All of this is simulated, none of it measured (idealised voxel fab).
process module | voxel ribs on slabs
cross-section cut | 260 nm wide | cells 5 nm
A cross-section is a grid of square cells, given in bands from the top down. A band is one or more rows of cells.
Each band's line starts with the height of the band's top and of its bottom, in nm. Then come its materials from left to right, each with its width in nm. One material with "throughout" fills the band from edge to edge. "air" is empty space.
Height 0 is the level under which the wafer as received is all one material. The lowest band goes on downwards, as in "0 down".
A width such as "30 to 40" changes by the same amount from each row of cells to the next, from the band's top row to its bottom row.
"no change" after a step means that no cell of the cross-section changed.
closed voids: empty space of 8 cells or more with no open way to the top, each as width x height at its distance from the left edge, in nm
after a step's settings: what the simulator itself notes on the step
overlay nm, on a step with a mask: how far to the right of its planned place the mask lay; to the left if negative
plan
1 op RECEIVE | material Si
2 op DIRECTIONAL_DEP | material SiO2 | thk nm 30
3 op DIRECTIONAL_DEP | material polySi | thk nm 15
4 op DIRECTIONAL_DEP | material aC | thk nm 10
5 op PATTERN | tone cover | mask id RIB | material resist | width nm 15 | thk nm 30 | overlay nm 0
6 op DIRECTIONAL_ETCH | etch materials aC | depth nm 10
7 op STRIP | etch materials resist
8 op DIRECTIONAL_ETCH | etch materials polySi | depth nm 10
9 op STRIP | etch materials aC
10 op MASKED_ETCH | tone cover | mask id SLAB | width nm 75 | etch materials polySi | depth nm 5 | overlay nm 0
11 op FILL_DEP | material SiO2 | thk nm 15
12 op CMP | height nm 55
13 op DIRECTIONAL_DEP | material W | thk nm 10
14 op DIRECTIONAL_DEP | material aC | thk nm 15
15 op PATTERN | tone cover | mask id HEATER | material resist | width nm 25 | thk nm 30 | overlay nm 0
16 op DIRECTIONAL_ETCH | etch materials aC | depth nm 15
17 op STRIP | etch materials resist
18 op DIRECTIONAL_ETCH | etch materials W | depth nm 10
19 op STRIP | etch materials aC
20 op CONFORMAL_DEP | material SiN | thk nm 5
as received, after step 1
  0 down: Si throughout
  closed voids: none
a wafer at the end: this start, this plan, one mistake
  70 to 65: air 105 | SiN 45 | air 110
  65 to 60: air 105 | SiN 5 | W 35 | SiN 5 | air 110
  60 to 55: SiN 110 | W 35 | SiN 115
  55 to 45: SiO2 throughout
  45 to 35: SiO2 120 | polySi 15 | SiO2 125
  35 to 30: SiO2 90 | polySi 75 | SiO2 95
  30 to 0: SiO2 throughout
  0 down: Si throughout
  closed voids: none
what went wrong: step 15 ran as: op PATTERN | tone cover | mask id HEATER | material resist | width nm 35 | thk nm 30 | overlay nm 0
